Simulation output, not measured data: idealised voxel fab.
Process module under the name voxel quadruple lines
220 nm wide, 5 nm square cells: that's cross-section cut.
This document writes a cross-section as a grid whose cells are square, and gives it as bands, listed from the top down; one or more rows of cells form a band. Top height, bottom height, nm. Materials left to right, width each, nm. Single material + "everywhere" = fills band edge to edge. "blank" = empty. Heights from 0 (as-received wafer is one material below). Bottom band endless downward, as "0 down". You'd read "30..40" like this: the band's top row of cells is as wide as the first number, its bottom row is as wide as the second, and going down, every row changes width by the same amount as the row before did. Any step labelled "remains unaltered" changed none of the cells in the cross-section. Each empty space that has no open way to the top and spans at least 8 cells appears under "Unvented internal voids" as width x height at distance, the distance counted from the left edge, all in nm. Past the settings on a step's line: simulator remark, on that step. overlay nm: how far to the right of its planned place the mask lay on this masked step (negative: to the left).

[Planned process steps]
1: RECEIVE, material Si
2: CONFORMAL_DEP, material SiO2, thk nm 10
3: DIRECTIONAL_DEP, material W, thk nm 15
4: DIRECTIONAL_DEP, material polySi, thk nm 20
5: DIRECTIONAL_DEP, material aC, thk nm 25
6: PATTERN, tone cover, mask id MANDREL, material resist, width nm 35, pitch nm 100, thk nm 35, overlay nm 0
7: DIRECTIONAL_ETCH, etch materials aC, depth nm 25
8: STRIP, etch materials resist
9: CONFORMAL_DEP, material SiO2, thk nm 15
10: DIRECTIONAL_ETCH, etch materials SiO2, depth nm 15
11: STRIP, etch materials aC
12: DIRECTIONAL_ETCH, etch materials polySi, depth nm 20
13: STRIP, etch materials SiO2
14: CONFORMAL_DEP, material SiCN, thk nm 10
15: DIRECTIONAL_ETCH, etch materials SiCN, depth nm 10
16: STRIP, etch materials polySi
17: DIRECTIONAL_ETCH, etch materials W, depth nm 15
18: STRIP, etch materials SiCN
19: FILL_DEP, material SiO2, thk nm 5
20: CMP, height nm 25

[The first of a set of two wafers, run to plan]

[Wafer as received: cross-section following step 1]
0 down | Si everywhere
Unvented internal voids: none

[Cross-sectional representation of the wafer at the conclusion of step 2]
10 to 0 | SiO2 everywhere
At heights below 0, the structure remains unaltered.

[Cross-sectional representation of the wafer at the conclusion of step 3]
25 to 10 | W everywhere
At heights below 10, the structure remains unaltered.

[Cross-sectional representation of the wafer at the conclusion of step 4]
45 to 25 | polySi everywhere
At heights below 25, the structure remains unaltered.

[Cross-sectional representation of the wafer at the conclusion of step 5]
70 to 45 | aC everywhere
At heights below 45, the structure remains unaltered.

[Cross-sectional representation of the wafer at the conclusion of step 6]
105 to 70 | blank=40, then resist=35, then blank=65, then resist=35, then blank=45
At heights below 70, the structure remains unaltered.

[Cross-sectional representation of the wafer at the conclusion of step 7]
80 to 70 | blank=40, then resist=35, then blank=65, then resist=35, then blank=45
70 to 45 | blank=40, then aC=35, then blank=65, then aC=35, then blank=45
At heights below 45, the structure remains unaltered.

[Cross-sectional representation of the wafer at the conclusion of step 8]
70 to 45 | blank=40, then aC=35, then blank=65, then aC=35, then blank=45
At heights below 45, the structure remains unaltered.

[Cross-sectional representation of the wafer at the conclusion of step 9]
85 to 70 | blank=25, then SiO2=65, then blank=35, then SiO2=65, then blank=30
70 to 60 | blank=25, then SiO2=15, then aC=35, then SiO2=15, then blank=35, then SiO2=15, then aC=35, then SiO2=15, then blank=30
60 to 45 | SiO2=40, then aC=35, then SiO2=65, then aC=35, then SiO2=45
At heights below 45, the structure remains unaltered.

[Cross-sectional representation of the wafer at the conclusion of step 10]
70 to 45 | blank=25, then SiO2=15, then aC=35, then SiO2=15, then blank=35, then SiO2=15, then aC=35, then SiO2=15, then blank=30
At heights below 45, the structure remains unaltered.

[Cross-sectional representation of the wafer at the conclusion of step 11]
70 to 45 | blank=25, then SiO2=15, then blank=35, then SiO2=15, then blank=35, then SiO2=15, then blank=35, then SiO2=15, then blank=30
At heights below 45, the structure remains unaltered.

[Cross-sectional representation of the wafer at the conclusion of step 12]
70 to 45 | blank=25, then SiO2=15, then blank=35, then SiO2=15, then blank=35, then SiO2=15, then blank=35, then SiO2=15, then blank=30
45 to 25 | blank=25, then polySi=15, then blank=35, then polySi=15, then blank=35, then polySi=15, then blank=35, then polySi=15, then blank=30
At heights below 25, the structure remains unaltered.

[Cross-sectional representation of the wafer at the conclusion of step 13]
45 to 25 | blank=25, then polySi=15, then blank=35, then polySi=15, then blank=35, then polySi=15, then blank=35, then polySi=15, then blank=30
At heights below 25, the structure remains unaltered.

[Cross-sectional representation of the wafer at the conclusion of step 14]
55 to 45 | blank=15, then SiCN=35, then blank=15, then SiCN=35, then blank=15, then SiCN=35, then blank=15, then SiCN=35, then blank=20
45 to 35 | blank=15, then SiCN=10, then polySi=15, then SiCN=10, then blank=15, then SiCN=10, then polySi=15, then SiCN=10, then blank=15, then SiCN=10, then polySi=15, then SiCN=10, then blank=15, then SiCN=10, then polySi=15, then SiCN=10, then blank=20
35 to 25 | SiCN=25, then polySi=15, then SiCN=35, then polySi=15, then SiCN=35, then polySi=15, then SiCN=35, then polySi=15, then SiCN=30
At heights below 25, the structure remains unaltered.

[Cross-sectional representation of the wafer at the conclusion of step 15]
45 to 25 | blank=15, then SiCN=10, then polySi=15, then SiCN=10, then blank=15, then SiCN=10, then polySi=15, then SiCN=10, then blank=15, then SiCN=10, then polySi=15, then SiCN=10, then blank=15, then SiCN=10, then polySi=15, then SiCN=10, then blank=20
At heights below 25, the structure remains unaltered.

[Cross-sectional representation of the wafer at the conclusion of step 16]
45 to 25 | blank=15, then SiCN=10, then blank=15, then SiCN=10, then blank=15, then SiCN=10, then blank=15, then SiCN=10, then blank=15, then SiCN=10, then blank=15, then SiCN=10, then blank=15, then SiCN=10, then blank=15, then SiCN=10, then blank=20
At heights below 25, the structure remains unaltered.

[Cross-sectional representation of the wafer at the conclusion of step 17]
45 to 25 | blank=15, then SiCN=10, then blank=15, then SiCN=10, then blank=15, then SiCN=10, then blank=15, then SiCN=10, then blank=15, then SiCN=10, then blank=15, then SiCN=10, then blank=15, then SiCN=10, then blank=15, then SiCN=10, then blank=20
25 to 10 | blank=15, then W=10, then blank=15, then W=10, then blank=15, then W=10, then blank=15, then W=10, then blank=15, then W=10, then blank=15, then W=10, then blank=15, then W=10, then blank=15, then W=10, then blank=20
At heights below 10, the structure remains unaltered.

[Cross-sectional representation of the wafer at the conclusion of step 18]
25 to 10 | blank=15, then W=10, then blank=15, then W=10, then blank=15, then W=10, then blank=15, then W=10, then blank=15, then W=10, then blank=15, then W=10, then blank=15, then W=10, then blank=15, then W=10, then blank=20
At heights below 10, the structure remains unaltered.

[Cross-sectional representation of the wafer at the conclusion of step 19]
30 to 25 | SiO2 everywhere
25 to 10 | SiO2=15, then W=10, then SiO2=15, then W=10, then SiO2=15, then W=10, then SiO2=15, then W=10, then SiO2=15, then W=10, then SiO2=15, then W=10, then SiO2=15, then W=10, then SiO2=15, then W=10, then SiO2=20
At heights below 10, the structure remains unaltered.

[Cross-sectional representation of the wafer at the conclusion of step 20]
25 to 10 | SiO2=15, then W=10, then SiO2=15, then W=10, then SiO2=15, then W=10, then SiO2=15, then W=10, then SiO2=15, then W=10, then SiO2=15, then W=10, then SiO2=15, then W=10, then SiO2=15, then W=10, then SiO2=20
At heights below 10, the structure remains unaltered.

[Second Wafer (Identical Start and Plan, One Processing Error; Matches First Wafer Through Step 7)]

Second wafer, cross-section, planned end of step 8: remains unaltered

[Second wafer, cross-section, planned end of step 9]
95 to 80 | blank=25, then SiO2=65, then blank=35, then SiO2=65, then blank=30
80 to 70 | blank=25, then SiO2=15, then resist=35, then SiO2=15, then blank=35, then SiO2=15, then resist=35, then SiO2=15, then blank=30
70 to 60 | blank=25, then SiO2=15, then aC=35, then SiO2=15, then blank=35, then SiO2=15, then aC=35, then SiO2=15, then blank=30
60 to 45 | SiO2=40, then aC=35, then SiO2=65, then aC=35, then SiO2=45
At heights below 45, the structure remains unaltered.

[Second wafer, cross-section, planned end of step 10]
80 to 70 | blank=25, then SiO2=15, then resist=35, then SiO2=15, then blank=35, then SiO2=15, then resist=35, then SiO2=15, then blank=30
70 to 45 | blank=25, then SiO2=15, then aC=35, then SiO2=15, then blank=35, then SiO2=15, then aC=35, then SiO2=15, then blank=30
At heights below 45, the structure remains unaltered.

[Second wafer, cross-section, planned end of step 11]
80 to 45 | blank=25, then SiO2=15, then blank=35, then SiO2=15, then blank=35, then SiO2=15, then blank=35, then SiO2=15, then blank=30
At heights below 45, the structure remains unaltered.

[Second wafer, cross-section, planned end of step 12]
80 to 45 | blank=25, then SiO2=15, then blank=35, then SiO2=15, then blank=35, then SiO2=15, then blank=35, then SiO2=15, then blank=30
45 to 25 | blank=25, then polySi=15, then blank=35, then polySi=15, then blank=35, then polySi=15, then blank=35, then polySi=15, then blank=30
At heights below 25, the structure remains unaltered.

[Second wafer, cross-section, planned end of step 13]
45 to 25 | blank=25, then polySi=15, then blank=35, then polySi=15, then blank=35, then polySi=15, then blank=35, then polySi=15, then blank=30
At heights below 25, the structure remains unaltered.

[Second wafer, cross-section, planned end of step 14]
55 to 45 | blank=15, then SiCN=35, then blank=15, then SiCN=35, then blank=15, then SiCN=35, then blank=15, then SiCN=35, then blank=20
45 to 35 | blank=15, then SiCN=10, then polySi=15, then SiCN=10, then blank=15, then SiCN=10, then polySi=15, then SiCN=10, then blank=15, then SiCN=10, then polySi=15, then SiCN=10, then blank=15, then SiCN=10, then polySi=15, then SiCN=10, then blank=20
35 to 25 | SiCN=25, then polySi=15, then SiCN=35, then polySi=15, then SiCN=35, then polySi=15, then SiCN=35, then polySi=15, then SiCN=30
At heights below 25, the structure remains unaltered.

[Second wafer, cross-section, planned end of step 15]
45 to 25 | blank=15, then SiCN=10, then polySi=15, then SiCN=10, then blank=15, then SiCN=10, then polySi=15, then SiCN=10, then blank=15, then SiCN=10, then polySi=15, then SiCN=10, then blank=15, then SiCN=10, then polySi=15, then SiCN=10, then blank=20
At heights below 25, the structure remains unaltered.

[Second wafer, cross-section, planned end of step 16]
45 to 25 | blank=15, then SiCN=10, then blank=15, then SiCN=10, then blank=15, then SiCN=10, then blank=15, then SiCN=10, then blank=15, then SiCN=10, then blank=15, then SiCN=10, then blank=15, then SiCN=10, then blank=15, then SiCN=10, then blank=20
At heights below 25, the structure remains unaltered.

[Second wafer, cross-section, planned end of step 17]
45 to 25 | blank=15, then SiCN=10, then blank=15, then SiCN=10, then blank=15, then SiCN=10, then blank=15, then SiCN=10, then blank=15, then SiCN=10, then blank=15, then SiCN=10, then blank=15, then SiCN=10, then blank=15, then SiCN=10, then blank=20
25 to 10 | blank=15, then W=10, then blank=15, then W=10, then blank=15, then W=10, then blank=15, then W=10, then blank=15, then W=10, then blank=15, then W=10, then blank=15, then W=10, then blank=15, then W=10, then blank=20
At heights below 10, the structure remains unaltered.

[Second wafer, cross-section, planned end of step 18]
25 to 10 | blank=15, then W=10, then blank=15, then W=10, then blank=15, then W=10, then blank=15, then W=10, then blank=15, then W=10, then blank=15, then W=10, then blank=15, then W=10, then blank=15, then W=10, then blank=20
At heights below 10, the structure remains unaltered.

[Second wafer, cross-section, planned end of step 19]
30 to 25 | SiO2 everywhere
25 to 10 | SiO2=15, then W=10, then SiO2=15, then W=10, then SiO2=15, then W=10, then SiO2=15, then W=10, then SiO2=15, then W=10, then SiO2=15, then W=10, then SiO2=15, then W=10, then SiO2=15, then W=10, then SiO2=20
At heights below 10, the structure remains unaltered.

[Second wafer, cross-section, planned end of step 20]
25 to 10 | SiO2=15, then W=10, then SiO2=15, then W=10, then SiO2=15, then W=10, then SiO2=15, then W=10, then SiO2=15, then W=10, then SiO2=15, then W=10, then SiO2=15, then W=10, then SiO2=15, then W=10, then SiO2=20
At heights below 10, the structure remains unaltered.
what went wrong: step 8 of the plan got skipped, so it never ran
The final cross-section is the same for the two wafers, so this model computes the same thing whether or not the mistake was made.
